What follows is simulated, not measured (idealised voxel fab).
process module | voxel transistor to metal
cross-section cut | 295 nm wide | cells 5 nm
A cross-section is a grid of square cells, given in bands from the top down. A band is one or more rows of cells.
Each band's line starts with the height of the band's top and of its bottom, in nm. Then come its materials from left to right, each with its width in nm. One material with "throughout" fills the band from edge to edge. "air" is empty space.
Height 0 is the level under which the wafer as received is all one material. The lowest band goes on downwards, as in "0 down".
A width such as "30 to 40" changes by the same amount from each row of cells to the next, from the band's top row to its bottom row.
"no change" after a step means that no cell of the cross-section changed.
closed voids: empty space of 8 cells or more with no open way to the top, each as width x height at its distance from the left edge, in nm
after a step's settings: what the simulator itself notes on the step
overlay nm, on a step with a mask: how far to the right of its planned place the mask lay; to the left if negative
Each pair below shows a cross-section before one step and the cross-section after it, down to the lowest band that changed. The line under each pair gives the step between them, with its settings. The pairs can come from different runs of this module on the same starting wafer, so a pair continues from the pair above only where its "before" says so.
before
  90 to 60: resist 40 | air 25 | resist 35 | air 25 | resist 40 | air 25 | resist 35 | air 25 | resist 45
  60 to 50: aC throughout
  50 to 40: SiO2 throughout
  40 to 35: SiCN 30 | SiN 5 | SiO2 30 | SiN 5 | SiCN 25 | SiN 5 | SiO2 30 | SiN 5 | SiCN 20 | SiN 5 | SiO2 30 | SiN 5 | SiCN 25 | SiN 5 | SiO2 30 | SiN 5 | SiCN 35
  35 to 30: polySi 30 | SiN 5 | SiO2 30 | SiN 5 | SiCN 25 | SiN 5 | SiO2 30 | SiN 5 | polySi 20 | SiN 5 | SiO2 30 | SiN 5 | SiCN 25 | SiN 5 | SiO2 30 | SiN 5 | polySi 35
  30 to 25: polySi 30 | SiCN 105 | polySi 20 | SiCN 105 | polySi 35
  25 to 5: polySi throughout
  5 to -5: SiO2 30 | polySi 105 | SiO2 20 | polySi 105 | SiO2 35
  -5 to -10: SiO2 throughout
  -10 to -45: SiO2 40 | Si 85 | SiO2 40 | Si 85 | SiO2 45
  -45 down: Si throughout
  closed voids: none
after
  80 to 60: resist 40 | air 25 | resist 35 | air 25 | resist 40 | air 25 | resist 35 | air 25 | resist 45
  60 to 50: aC 40 | air 25 | aC 35 | air 25 | aC 40 | air 25 | aC 35 | air 25 | aC 45
  below 50: unchanged
  closed voids: none
the step between: op DIRECTIONAL_ETCH | etch materials aC | depth nm 10
before: the cross-section after the pair above
after
  60 to 50: aC 40 | air 25 | aC 35 | air 25 | aC 40 | air 25 | aC 35 | air 25 | aC 45
  below 50: unchanged
  closed voids: none
the step between: op STRIP | etch materials resist
before: the cross-section after the pair above
after
  60 to 50: aC 40 | air 25 | aC 35 | air 25 | aC 40 | air 25 | aC 35 | air 25 | aC 45
  50 to 40: SiO2 40 | air 25 | SiO2 35 | air 25 | SiO2 40 | air 25 | SiO2 35 | air 25 | SiO2 45
  40 to 35: SiCN 30 | SiN 5 | SiO2 5 | air 25 | SiN 5 | SiCN 25 | SiN 5 | air 25 | SiO2 5 | SiN 5 | SiCN 20 | SiN 5 | SiO2 5 | air 25 | SiN 5 | SiCN 25 | SiN 5 | air 25 | SiO2 5 | SiN 5 | SiCN 35
  35 to 30: polySi 30 | SiN 5 | SiO2 5 | air 25 | SiN 5 | SiCN 25 | SiN 5 | air 25 | SiO2 5 | SiN 5 | polySi 20 | SiN 5 | SiO2 5 | air 25 | SiN 5 | SiCN 25 | SiN 5 | air 25 | SiO2 5 | SiN 5 | polySi 35
  below 30: unchanged
  closed voids: none
the step between: op DIRECTIONAL_ETCH | etch materials SiO2 | depth nm 55
before: the cross-section after the pair above
after
  50 to 40: SiO2 40 | air 25 | SiO2 35 | air 25 | SiO2 40 | air 25 | SiO2 35 | air 25 | SiO2 45
  below 40: unchanged
  closed voids: none
the step between: op STRIP | etch materials aC
before: the cross-section after the pair above
after
  55 to 50: TiN 45 | air 15 | TiN 45 | air 15 | TiN 50 | air 15 | TiN 45 | air 15 | TiN 50
  50 to 40: SiO2 40 | TiN 5 | air 15 | TiN 5 | SiO2 35 | TiN 5 | air 15 | TiN 5 | SiO2 40 | TiN 5 | air 15 | TiN 5 | SiO2 35 | TiN 5 | air 15 | TiN 5 | SiO2 45
  40 to 35: SiCN 30 | SiN 5 | SiO2 5 | TiN 5 | air 15 | TiN 5 | SiN 5 | SiCN 25 | SiN 5 | TiN 5 | air 15 | TiN 5 | SiO2 5 | SiN 5 | SiCN 20 | SiN 5 | SiO2 5 | TiN 5 | air 15 | TiN 5 | SiN 5 | SiCN 25 | SiN 5 | TiN 5 | air 15 | TiN 5 | SiO2 5 | SiN 5 | SiCN 35
  35 to 30: polySi 30 | SiN 5 | SiO2 5 | TiN 25 | SiN 5 | SiCN 25 | SiN 5 | TiN 25 | SiO2 5 | SiN 5 | polySi 20 | SiN 5 | SiO2 5 | TiN 25 | SiN 5 | SiCN 25 | SiN 5 | TiN 25 | SiO2 5 | SiN 5 | polySi 35
  below 30: unchanged
  closed voids: none
the step between: op CONFORMAL_DEP | material TiN | thk nm 5
before: the cross-section after the pair above
after
  65 to 55: Ru throughout
  55 to 50: TiN 45 | Ru 15 | TiN 45 | Ru 15 | TiN 50 | Ru 15 | TiN 45 | Ru 15 | TiN 50
  50 to 40: SiO2 40 | TiN 5 | Ru 15 | TiN 5 | SiO2 35 | TiN 5 | Ru 15 | TiN 5 | SiO2 40 | TiN 5 | Ru 15 | TiN 5 | SiO2 35 | TiN 5 | Ru 15 | TiN 5 | SiO2 45
  40 to 35: SiCN 30 | SiN 5 | SiO2 5 | TiN 5 | Ru 15 | TiN 5 | SiN 5 | SiCN 25 | SiN 5 | TiN 5 | Ru 15 | TiN 5 | SiO2 5 | SiN 5 | SiCN 20 | SiN 5 | SiO2 5 | TiN 5 | Ru 15 | TiN 5 | SiN 5 | SiCN 25 | SiN 5 | TiN 5 | Ru 15 | TiN 5 | SiO2 5 | SiN 5 | SiCN 35
  below 35: unchanged
  closed voids: none
the step between: op FILL_DEP | material Ru | thk nm 10
before: the cross-section after the pair above
after
  50 to 40: SiO2 40 | TiN 5 | Ru 15 | TiN 5 | SiO2 35 | TiN 5 | Ru 15 | TiN 5 | SiO2 40 | TiN 5 | Ru 15 | TiN 5 | SiO2 35 | TiN 5 | Ru 15 | TiN 5 | SiO2 45
  below 40: unchanged
  closed voids: none
the step between: op CMP | height nm 50
before: the cross-section after the pair above
after
  55 to 50: TiN throughout
  below 50: unchanged
  closed voids: none
the step between: op DIRECTIONAL_DEP | material TiN | thk nm 5
before: the cross-section after the pair above
after
  70 to 55: W throughout
  below 55: unchanged
  closed voids: none
the step between: op DIRECTIONAL_DEP | material W | thk nm 15
before: the cross-section after the pair above
after
  85 to 70: aC throughout
  below 70: unchanged
  closed voids: none
the step between: op DIRECTIONAL_DEP | material aC | thk nm 15
before: the cross-section after the pair above
after
  120 to 85: air 40 | resist 15 | air 55 | resist 15 | air 40 | resist 15 | air 55 | resist 15 | air 45
  below 85: unchanged
  closed voids: none
the step between: op PATTERN | tone cover | mask id METAL_1 | material resist | width nm 15 | thk nm 35 | overlay nm 0
before: the cross-section after the pair above
after
  105 to 85: air 40 | resist 15 | air 55 | resist 15 | air 40 | resist 15 | air 55 | resist 15 | air 45
  85 to 70: air 40 | aC 15 | air 55 | aC 15 | air 40 | aC 15 | air 55 | aC 15 | air 45
  below 70: unchanged
  closed voids: none
the step between: op DIRECTIONAL_ETCH | etch materials aC | depth nm 15
before: the cross-section after the pair above
after
  85 to 70: air 40 | aC 15 | air 55 | aC 15 | air 40 | aC 15 | air 55 | aC 15 | air 45
  below 70: unchanged
  closed voids: none
the step between: op STRIP | etch materials resist
before: the cross-section after the pair above
after
  85 to 70: air 40 | aC 15 | air 55 | aC 15 | air 40 | aC 15 | air 55 | aC 15 | air 45
  70 to 55: air 40 | W 15 | air 55 | W 15 | air 40 | W 15 | air 55 | W 15 | air 45
  below 55: unchanged
  closed voids: none
the step between: op DIRECTIONAL_ETCH | etch materials W | depth nm 15
before: the cross-section after the pair above
after
  85 to 70: air 40 | aC 15 | air 55 | aC 15 | air 40 | aC 15 | air 55 | aC 15 | air 45
  70 to 55: air 40 | W 15 | air 55 | W 15 | air 40 | W 15 | air 55 | W 15 | air 45
  55 to 50: air 40 | TiN 15 | air 55 | TiN 15 | air 40 | TiN 15 | air 55 | TiN 15 | air 45
  below 50: unchanged
  closed voids: none
the step between: op DIRECTIONAL_ETCH | etch materials TiN | depth nm 5
before: the cross-section after the pair above
after
  70 to 55: air 40 | W 15 | air 55 | W 15 | air 40 | W 15 | air 55 | W 15 | air 45
  below 55: unchanged
  closed voids: none
the step between: op STRIP | etch materials aC
before: the cross-section after the pair above
after
  75 to 70: SiO2 throughout
  70 to 55: SiO2 40 | W 15 | SiO2 55 | W 15 | SiO2 40 | W 15 | SiO2 55 | W 15 | SiO2 45
  55 to 50: SiO2 40 | TiN 15 | SiO2 55 | TiN 15 | SiO2 40 | TiN 15 | SiO2 55 | TiN 15 | SiO2 45
  below 50: unchanged
  closed voids: none
the step between: op FILL_DEP | material SiO2 | thk nm 5
before: the cross-section after the pair above
after
  70 to 55: SiO2 40 | W 15 | SiO2 55 | W 15 | SiO2 40 | W 15 | SiO2 55 | W 15 | SiO2 45
  below 55: unchanged
  closed voids: none
the step between: op CMP | height nm 70
before: the cross-section after the pair above
after
  75 to 70: SiN throughout
  below 70: unchanged
  closed voids: none
the step between: op CONFORMAL_DEP | material SiN | thk nm 5
before
  15 to 10: air 35 | SiN 95 | air 30 | SiN 95 | air 40
  10 to 0: SiO2 35 | SiN 95 | SiO2 30 | SiN 95 | SiO2 40
  0 to -5: SiO2 throughout
  -5 to -45: SiO2 40 | Si 85 | SiO2 40 | Si 85 | SiO2 45
  -45 down: Si throughout
  closed voids: none
after
  15 to 5: air 35 | SiN 95 | air 30 | SiN 95 | air 40
  below 5: unchanged
  closed voids: none
the step between: op SELECTIVE_ETCH | etch materials SiO2 | depth nm 5
before: the cross-section after the pair above
after
  5 to 0: SiO2 35 | air 95 | SiO2 30 | air 95 | SiO2 40
  below 0: unchanged
  closed voids: none
the step between: op STRIP | etch materials SiN
before: the cross-section after the pair above
after
  35 to 30: polySi 35 | air 95 | polySi 30 | air 95 | polySi 40
  30 to 5: polySi throughout
  5 to 0: SiO2 35 | polySi 95 | SiO2 30 | polySi 95 | SiO2 40
  below 0: unchanged
  closed voids: none
the step between: op DIRECTIONAL_DEP | material polySi | thk nm 30
before: the cross-section after the pair above
after
  50 to 45: SiCN 35 | air 95 | SiCN 30 | air 95 | SiCN 40
  45 to 35: SiCN throughout
  35 to 30: polySi 35 | SiCN 95 | polySi 30 | SiCN 95 | polySi 40
  below 30: unchanged
  closed voids: none
the step between: op DIRECTIONAL_DEP | material SiCN | thk nm 15
before: the cross-section after the pair above
after
  45 to 35: air 70 | SiCN 25 | air 100 | SiCN 25 | air 75
  35 to 30: polySi 35 | air 35 | SiCN 25 | air 35 | polySi 30 | air 35 | SiCN 25 | air 35 | polySi 40
  below 30: unchanged
  closed voids: none
the step between: op MASKED_ETCH | tone cover | mask id GATE | width nm 25 | pitch nm 125 | etch materials SiCN | depth nm 25 | overlay nm 0
before: the cross-section after the pair above
after
  45 to 30: air 70 | SiCN 25 | air 100 | SiCN 25 | air 75
  30 to 5: air 70 | polySi 25 | air 100 | polySi 25 | air 75
  5 to 0: SiO2 35 | air 35 | polySi 25 | air 35 | SiO2 30 | air 35 | polySi 25 | air 35 | SiO2 40
  below 0: unchanged
  closed voids: none
the step between: op MASKED_ETCH | tone cover | mask id GATE | width nm 25 | pitch nm 125 | etch materials polySi | depth nm 40 | overlay nm 0
before: the cross-section after the pair above
after
  50 to 45: air 65 | SiN 35 | air 90 | SiN 35 | air 70
  45 to 30: air 65 | SiN 5 | SiCN 25 | SiN 5 | air 90 | SiN 5 | SiCN 25 | SiN 5 | air 70
  30 to 10: air 65 | SiN 5 | polySi 25 | SiN 5 | air 90 | SiN 5 | polySi 25 | SiN 5 | air 70
  10 to 5: SiN 40 | air 25 | SiN 5 | polySi 25 | SiN 5 | air 25 | SiN 40 | air 25 | SiN 5 | polySi 25 | SiN 5 | air 25 | SiN 45
  5 to 0: SiO2 35 | SiN 35 | polySi 25 | SiN 35 | SiO2 30 | SiN 35 | polySi 25 | SiN 35 | SiO2 40
  below 0: unchanged
  closed voids: none
the step between: op CONFORMAL_DEP | material SiN | thk nm 5
before: the cross-section after the pair above
after
  45 to 30: air 65 | SiN 5 | SiCN 25 | SiN 5 | air 90 | SiN 5 | SiCN 25 | SiN 5 | air 70
  30 to 5: air 65 | SiN 5 | polySi 25 | SiN 5 | air 90 | SiN 5 | polySi 25 | SiN 5 | air 70
  5 to 0: SiO2 35 | SiN 5 | air 25 | SiN 5 | polySi 25 | SiN 5 | air 25 | SiN 5 | SiO2 30 | SiN 5 | air 25 | SiN 5 | polySi 25 | SiN 5 | air 25 | SiN 5 | SiO2 40
  below 0: unchanged
  closed voids: none
the step between: op DIRECTIONAL_ETCH | etch materials SiN | depth nm 5
before: the cross-section after the pair above
after
  45 to 30: air 65 | SiN 5 | SiCN 25 | SiN 5 | air 90 | SiN 5 | SiCN 25 | SiN 5 | air 70
  30 to 5: air 65 | SiN 5 | polySi 25 | SiN 5 | air 90 | SiN 5 | polySi 25 | SiN 5 | air 70
  5 to 0: air 35 | SiN 5 | air 25 | SiN 5 | polySi 25 | SiN 5 | air 25 | SiN 5 | air 30 | SiN 5 | air 25 | SiN 5 | polySi 25 | SiN 5 | air 25 | SiN 5 | air 40
  0 to -5: SiO2 40 | air 25 | SiO2 35 | air 25 | SiO2 40 | air 25 | SiO2 35 | air 25 | SiO2 45
  below -5: unchanged
  closed voids: none
the step between: op DIRECTIONAL_ETCH | etch materials SiO2 | depth nm 5
before: the cross-section after the pair above
after
  45 to 30: air 65 | SiN 5 | SiCN 25 | SiN 5 | air 90 | SiN 5 | SiCN 25 | SiN 5 | air 70
  30 to 5: air 65 | SiN 5 | polySi 25 | SiN 5 | air 90 | SiN 5 | polySi 25 | SiN 5 | air 70
  5 to 0: air 35 | SiN 5 | air 25 | SiN 5 | polySi 25 | SiN 5 | air 25 | SiN 5 | air 30 | SiN 5 | air 25 | SiN 5 | polySi 25 | SiN 5 | air 25 | SiN 5 | air 40
  0 to -5: SiO2 40 | nSi 25 | SiO2 35 | nSi 25 | SiO2 40 | nSi 25 | SiO2 35 | nSi 25 | SiO2 45
  below -5: unchanged
  closed voids: none
the step between: op EPI | material nSi | thk nm 5
before: the cross-section after the pair above
after
  50 to 45: SiO2 throughout
  45 to 30: SiO2 65 | SiN 5 | SiCN 25 | SiN 5 | SiO2 90 | SiN 5 | SiCN 25 | SiN 5 | SiO2 70
  30 to 5: SiO2 65 | SiN 5 | polySi 25 | SiN 5 | SiO2 90 | SiN 5 | polySi 25 | SiN 5 | SiO2 70
  5 to 0: SiO2 35 | SiN 5 | SiO2 25 | SiN 5 | polySi 25 | SiN 5 | SiO2 25 | SiN 5 | SiO2 30 | SiN 5 | SiO2 25 | SiN 5 | polySi 25 | SiN 5 | SiO2 25 | SiN 5 | SiO2 40
  below 0: unchanged
  closed voids: none
the step between: op FILL_DEP | material SiO2 | thk nm 5
before: the cross-section after the pair above
after
  40 to 30: SiO2 65 | SiN 5 | SiCN 25 | SiN 5 | SiO2 90 | SiN 5 | SiCN 25 | SiN 5 | SiO2 70
  below 30: unchanged
  closed voids: none
the step between: op CMP | height nm 40
before: the cross-section after the pair above
after
  50 to 40: SiO2 throughout
  below 40: unchanged
  closed voids: none
the step between: op DIRECTIONAL_DEP | material SiO2 | thk nm 10
before: the cross-section after the pair above
after
  60 to 50: aC throughout
  below 50: unchanged
  closed voids: none
the step between: op DIRECTIONAL_DEP | material aC | thk nm 10
before: the cross-section after the pair above
after
  90 to 60: resist 40 | air 25 | resist 35 | air 25 | resist 40 | air 25 | resist 35 | air 25 | resist 45
  below 60: unchanged
  closed voids: none
the step between: op PATTERN | tone open | mask id CONTACT | material resist | width nm 25 | thk nm 30 | overlay nm 0
before: the cross-section after the pair above
after
  80 to 60: resist 40 | air 25 | resist 35 | air 25 | resist 40 | air 25 | resist 35 | air 25 | resist 45
  60 to 50: aC 40 | air 25 | aC 35 | air 25 | aC 40 | air 25 | aC 35 | air 25 | aC 45
  below 50: unchanged
  closed voids: none
the step between: op DIRECTIONAL_ETCH | etch materials aC | depth nm 10
before: the cross-section after the pair above
after
  60 to 50: aC 40 | air 25 | aC 35 | air 25 | aC 40 | air 25 | aC 35 | air 25 | aC 45
  below 50: unchanged
  closed voids: none
the step between: op STRIP | etch materials resist
before: the cross-section after the pair above
after
  60 to 50: aC 40 | air 25 | aC 35 | air 25 | aC 40 | air 25 | aC 35 | air 25 | aC 45
  50 to 40: SiO2 40 | air 25 | SiO2 35 | air 25 | SiO2 40 | air 25 | SiO2 35 | air 25 | SiO2 45
  40 to 30: SiO2 40 | air 25 | SiN 5 | SiCN 25 | SiN 5 | air 25 | SiO2 40 | air 25 | SiN 5 | SiCN 25 | SiN 5 | air 25 | SiO2 45
  30 to 5: SiO2 40 | air 25 | SiN 5 | polySi 25 | SiN 5 | air 25 | SiO2 40 | air 25 | SiN 5 | polySi 25 | SiN 5 | air 25 | SiO2 45
  5 to 0: SiO2 35 | SiN 5 | air 25 | SiN 5 | polySi 25 | SiN 5 | air 25 | SiN 5 | SiO2 30 | SiN 5 | air 25 | SiN 5 | polySi 25 | SiN 5 | air 25 | SiN 5 | SiO2 40
  below 0: unchanged
  closed voids: none
the step between: op DIRECTIONAL_ETCH | etch materials SiO2 | depth nm 55
before: the cross-section after the pair above
after
  50 to 40: SiO2 40 | air 25 | SiO2 35 | air 25 | SiO2 40 | air 25 | SiO2 35 | air 25 | SiO2 45
  below 40: unchanged
  closed voids: none
the step between: op STRIP | etch materials aC
before: the cross-section after the pair above
after
  55 to 50: TiN 45 | air 15 | TiN 45 | air 15 | TiN 50 | air 15 | TiN 45 | air 15 | TiN 50
  50 to 40: SiO2 40 | TiN 5 | air 15 | TiN 5 | SiO2 35 | TiN 5 | air 15 | TiN 5 | SiO2 40 | TiN 5 | air 15 | TiN 5 | SiO2 35 | TiN 5 | air 15 | TiN 5 | SiO2 45
  40 to 30: SiO2 40 | TiN 5 | air 15 | TiN 5 | SiN 5 | SiCN 25 | SiN 5 | TiN 5 | air 15 | TiN 5 | SiO2 40 | TiN 5 | air 15 | TiN 5 | SiN 5 | SiCN 25 | SiN 5 | TiN 5 | air 15 | TiN 5 | SiO2 45
  30 to 5: SiO2 40 | TiN 5 | air 15 | TiN 5 | SiN 5 | polySi 25 | SiN 5 | TiN 5 | air 15 | TiN 5 | SiO2 40 | TiN 5 | air 15 | TiN 5 | SiN 5 | polySi 25 | SiN 5 | TiN 5 | air 15 | TiN 5 | SiO2 45
  5 to 0: SiO2 35 | SiN 5 | TiN 25 | SiN 5 | polySi 25 | SiN 5 | TiN 25 | SiN 5 | SiO2 30 | SiN 5 | TiN 25 | SiN 5 | polySi 25 | SiN 5 | TiN 25 | SiN 5 | SiO2 40
  below 0: unchanged
  closed voids: none
the step between: op CONFORMAL_DEP | material TiN | thk nm 5
before: the cross-section after the pair above
after
  65 to 55: Ru throughout
  55 to 50: TiN 45 | Ru 15 | TiN 45 | Ru 15 | TiN 50 | Ru 15 | TiN 45 | Ru 15 | TiN 50
  50 to 40: SiO2 40 | TiN 5 | Ru 15 | TiN 5 | SiO2 35 | TiN 5 | Ru 15 | TiN 5 | SiO2 40 | TiN 5 | Ru 15 | TiN 5 | SiO2 35 | TiN 5 | Ru 15 | TiN 5 | SiO2 45
  40 to 30: SiO2 40 | TiN 5 | Ru 15 | TiN 5 | SiN 5 | SiCN 25 | SiN 5 | TiN 5 | Ru 15 | TiN 5 | SiO2 40 | TiN 5 | Ru 15 | TiN 5 | SiN 5 | SiCN 25 | SiN 5 | TiN 5 | Ru 15 | TiN 5 | SiO2 45
  30 to 5: SiO2 40 | TiN 5 | Ru 15 | TiN 5 | SiN 5 | polySi 25 | SiN 5 | TiN 5 | Ru 15 | TiN 5 | SiO2 40 | TiN 5 | Ru 15 | TiN 5 | SiN 5 | polySi 25 | SiN 5 | TiN 5 | Ru 15 | TiN 5 | SiO2 45
  below 5: unchanged
  closed voids: none
the step between: op FILL_DEP | material Ru | thk nm 10
before: the cross-section after the pair above
after
  50 to 40: SiO2 40 | TiN 5 | Ru 15 | TiN 5 | SiO2 35 | TiN 5 | Ru 15 | TiN 5 | SiO2 40 | TiN 5 | Ru 15 | TiN 5 | SiO2 35 | TiN 5 | Ru 15 | TiN 5 | SiO2 45
  below 40: unchanged
  closed voids: none
the step between: op CMP | height nm 50
before: the cross-section after the pair above
after
  55 to 50: TiN throughout
  below 50: unchanged
  closed voids: none
the step between: op DIRECTIONAL_DEP | material TiN | thk nm 5
before: the cross-section after the pair above
after
  70 to 55: W throughout
  below 55: unchanged
  closed voids: none
the step between: op DIRECTIONAL_DEP | material W | thk nm 15
before: the cross-section after the pair above
after
  85 to 70: aC throughout
  below 70: unchanged
  closed voids: none
the step between: op DIRECTIONAL_DEP | material aC | thk nm 15
before: the cross-section after the pair above
after
  120 to 85: air 40 | resist 15 | air 55 | resist 15 | air 40 | resist 15 | air 55 | resist 15 | air 45
  below 85: unchanged
  closed voids: none
the step between: op PATTERN | tone cover | mask id METAL_1 | material resist | width nm 15 | thk nm 35 | overlay nm 0
before: the cross-section after the pair above
after
  105 to 85: air 40 | resist 15 | air 55 | resist 15 | air 40 | resist 15 | air 55 | resist 15 | air 45
  85 to 70: air 40 | aC 15 | air 55 | aC 15 | air 40 | aC 15 | air 55 | aC 15 | air 45
  below 70: unchanged
  closed voids: none
the step between: op DIRECTIONAL_ETCH | etch materials aC | depth nm 15
before: the cross-section after the pair above
after
  85 to 70: air 40 | aC 15 | air 55 | aC 15 | air 40 | aC 15 | air 55 | aC 15 | air 45
  below 70: unchanged
  closed voids: none
the step between: op STRIP | etch materials resist
before: the cross-section after the pair above
after
  85 to 70: air 40 | aC 15 | air 55 | aC 15 | air 40 | aC 15 | air 55 | aC 15 | air 45
  70 to 55: air 40 | W 15 | air 55 | W 15 | air 40 | W 15 | air 55 | W 15 | air 45
  below 55: unchanged
  closed voids: none
the step between: op DIRECTIONAL_ETCH | etch materials W | depth nm 15
before: the cross-section after the pair above
after
  85 to 70: air 40 | aC 15 | air 55 | aC 15 | air 40 | aC 15 | air 55 | aC 15 | air 45
  70 to 55: air 40 | W 15 | air 55 | W 15 | air 40 | W 15 | air 55 | W 15 | air 45
  55 to 50: air 40 | TiN 15 | air 55 | TiN 15 | air 40 | TiN 15 | air 55 | TiN 15 | air 45
  below 50: unchanged
  closed voids: none
the step between: op DIRECTIONAL_ETCH | etch materials TiN | depth nm 5
before: the cross-section after the pair above
after
  70 to 55: air 40 | W 15 | air 55 | W 15 | air 40 | W 15 | air 55 | W 15 | air 45
  below 55: unchanged
  closed voids: none
the step between: op STRIP | etch materials aC
before: the cross-section after the pair above
after
  75 to 70: SiO2 throughout
  70 to 55: SiO2 40 | W 15 | SiO2 55 | W 15 | SiO2 40 | W 15 | SiO2 55 | W 15 | SiO2 45
  55 to 50: SiO2 40 | TiN 15 | SiO2 55 | TiN 15 | SiO2 40 | TiN 15 | SiO2 55 | TiN 15 | SiO2 45
  below 50: unchanged
  closed voids: none
the step between: op FILL_DEP | material SiO2 | thk nm 5
before: the cross-section after the pair above
after
  70 to 55: SiO2 40 | W 15 | SiO2 55 | W 15 | SiO2 40 | W 15 | SiO2 55 | W 15 | SiO2 45
  below 55: unchanged
  closed voids: none
the step between: op CMP | height nm 70
before: the cross-section after the pair above
after
  75 to 70: SiN throughout
  below 70: unchanged
  closed voids: none
the step between: op CONFORMAL_DEP | material SiN | thk nm 5
before
  25 to 15: air 35 | aC 95 | air 30 | aC 95 | air 40
  15 to 0: air 35 | SiN 95 | air 30 | SiN 95 | air 40
  0 to -5: air 35 | SiO2 95 | air 30 | SiO2 95 | air 40
  -5 down: Si throughout
  closed voids: none
after
  25 to 15: air 35 | aC 95 | air 30 | aC 95 | air 40
  15 to 0: air 35 | SiN 95 | air 30 | SiN 95 | air 40
  0 to -5: air 35 | SiO2 95 | air 30 | SiO2 95 | air 40
  -5 to -35: air 35 | Si 95 | air 30 | Si 95 | air 40
  below -35: unchanged
  closed voids: none
the step between: op DIRECTIONAL_ETCH | etch materials Si | depth nm 30
before: the cross-section after the pair above
after
  15 to 0: air 35 | SiN 95 | air 30 | SiN 95 | air 40
  below 0: unchanged
  closed voids: none
the step between: op STRIP | etch materials aC
before: the cross-section after the pair above
after
  15 to 0: air 35 | SiN 95 | air 30 | SiN 95 | air 40
  0 to -5: air 35 | SiO2 95 | air 30 | SiO2 95 | air 40
  -5 to -35: air 35 | SiO2 5 | Si 85 | SiO2 5 | air 30 | SiO2 5 | Si 85 | SiO2 5 | air 40
  -35 to -40: SiO2 40 | Si 85 | SiO2 40 | Si 85 | SiO2 45
  below -40: unchanged
  closed voids: none
the step between: op OXIDIZE | depth nm 5
before: the cross-section after the pair above
after
  30 to 15: SiO2 throughout
  15 to 0: SiO2 35 | SiN 95 | SiO2 30 | SiN 95 | SiO2 40
  0 to -5: SiO2 throughout
  -5 to -40: SiO2 40 | Si 85 | SiO2 40 | Si 85 | SiO2 45
  below -40: unchanged
  closed voids: none
the step between: op FILL_DEP | material SiO2 | thk nm 15
before: the cross-section after the pair above
after
  15 to 0: SiO2 35 | SiN 95 | SiO2 30 | SiN 95 | SiO2 40
  below 0: unchanged
  closed voids: none
the step between: op CMP | height nm 15
before: the cross-section after the pair above
after
  15 to 10: air 35 | SiN 95 | air 30 | SiN 95 | air 40
  below 10: unchanged
  closed voids: none
the step between: op SELECTIVE_ETCH | etch materials SiO2 | depth nm 5
before: the cross-section after the pair above
after
  10 to 0: SiO2 35 | air 95 | SiO2 30 | air 95 | SiO2 40
  below 0: unchanged
  closed voids: none
the step between: op STRIP | etch materials SiN
before: the cross-section after the pair above
after
  5 to -5: SiO2 30 | air 105 | SiO2 20 | air 105 | SiO2 35
  below -5: unchanged
  closed voids: none
the step between: op SELECTIVE_ETCH | etch materials SiO2 | depth nm 5
before: the cross-section after the pair above
after
  5 to -5: SiO2 30 | air 105 | SiO2 20 | air 105 | SiO2 35
  -5 to -10: SiO2 throughout
  below -10: unchanged
  closed voids: none
the step between: op OXIDIZE | depth nm 5
before: the cross-section after the pair above
after
  35 to 25: polySi 30 | air 105 | polySi 20 | air 105 | polySi 35
  25 to 5: polySi throughout
  5 to -5: SiO2 30 | polySi 105 | SiO2 20 | polySi 105 | SiO2 35
  below -5: unchanged
  closed voids: none
the step between: op DIRECTIONAL_DEP | material polySi | thk nm 30
before: the cross-section after the pair above
after
  50 to 40: SiCN 30 | air 105 | SiCN 20 | air 105 | SiCN 35
  40 to 35: SiCN throughout
  35 to 25: polySi 30 | SiCN 105 | polySi 20 | SiCN 105 | polySi 35
  below 25: unchanged
  closed voids: none
the step between: op DIRECTIONAL_DEP | material SiCN | thk nm 15
before: the cross-section after the pair above
after
  40 to 35: air 70 | SiCN 25 | air 100 | SiCN 25 | air 75
  35 to 25: polySi 30 | air 40 | SiCN 25 | air 40 | polySi 20 | air 40 | SiCN 25 | air 40 | polySi 35
  below 25: unchanged
  closed voids: none
the step between: op MASKED_ETCH | tone cover | mask id GATE | width nm 25 | pitch nm 125 | etch materials SiCN | depth nm 25 | overlay nm 0
before: the cross-section after the pair above
after
  40 to 25: air 70 | SiCN 25 | air 100 | SiCN 25 | air 75
  25 to 5: air 70 | polySi 25 | air 100 | polySi 25 | air 75
  5 to -5: SiO2 30 | air 40 | polySi 25 | air 40 | SiO2 20 | air 40 | polySi 25 | air 40 | SiO2 35
  below -5: unchanged
  closed voids: none
the step between: op MASKED_ETCH | tone cover | mask id GATE | width nm 25 | pitch nm 125 | etch materials polySi | depth nm 40 | overlay nm 0
before: the cross-section after the pair above
after
  45 to 40: air 65 | SiN 35 | air 90 | SiN 35 | air 70
  40 to 25: air 65 | SiN 5 | SiCN 25 | SiN 5 | air 90 | SiN 5 | SiCN 25 | SiN 5 | air 70
  25 to 10: air 65 | SiN 5 | polySi 25 | SiN 5 | air 90 | SiN 5 | polySi 25 | SiN 5 | air 70
  10 to 5: SiN 35 | air 30 | SiN 5 | polySi 25 | SiN 5 | air 30 | SiN 30 | air 30 | SiN 5 | polySi 25 | SiN 5 | air 30 | SiN 40
  5 to 0: SiO2 30 | SiN 5 | air 30 | SiN 5 | polySi 25 | SiN 5 | air 30 | SiN 5 | SiO2 20 | SiN 5 | air 30 | SiN 5 | polySi 25 | SiN 5 | air 30 | SiN 5 | SiO2 35
  0 to -5: SiO2 30 | SiN 40 | polySi 25 | SiN 40 | SiO2 20 | SiN 40 | polySi 25 | SiN 40 | SiO2 35
  below -5: unchanged
  closed voids: none
the step between: op CONFORMAL_DEP | material SiN | thk nm 5
before: the cross-section after the pair above
after
  40 to 25: air 65 | SiN 5 | SiCN 25 | SiN 5 | air 90 | SiN 5 | SiCN 25 | SiN 5 | air 70
  25 to 5: air 65 | SiN 5 | polySi 25 | SiN 5 | air 90 | SiN 5 | polySi 25 | SiN 5 | air 70
  5 to -5: SiO2 30 | SiN 5 | air 30 | SiN 5 | polySi 25 | SiN 5 | air 30 | SiN 5 | SiO2 20 | SiN 5 | air 30 | SiN 5 | polySi 25 | SiN 5 | air 30 | SiN 5 | SiO2 35
  below -5: unchanged
  closed voids: none
the step between: op DIRECTIONAL_ETCH | etch materials SiN | depth nm 5
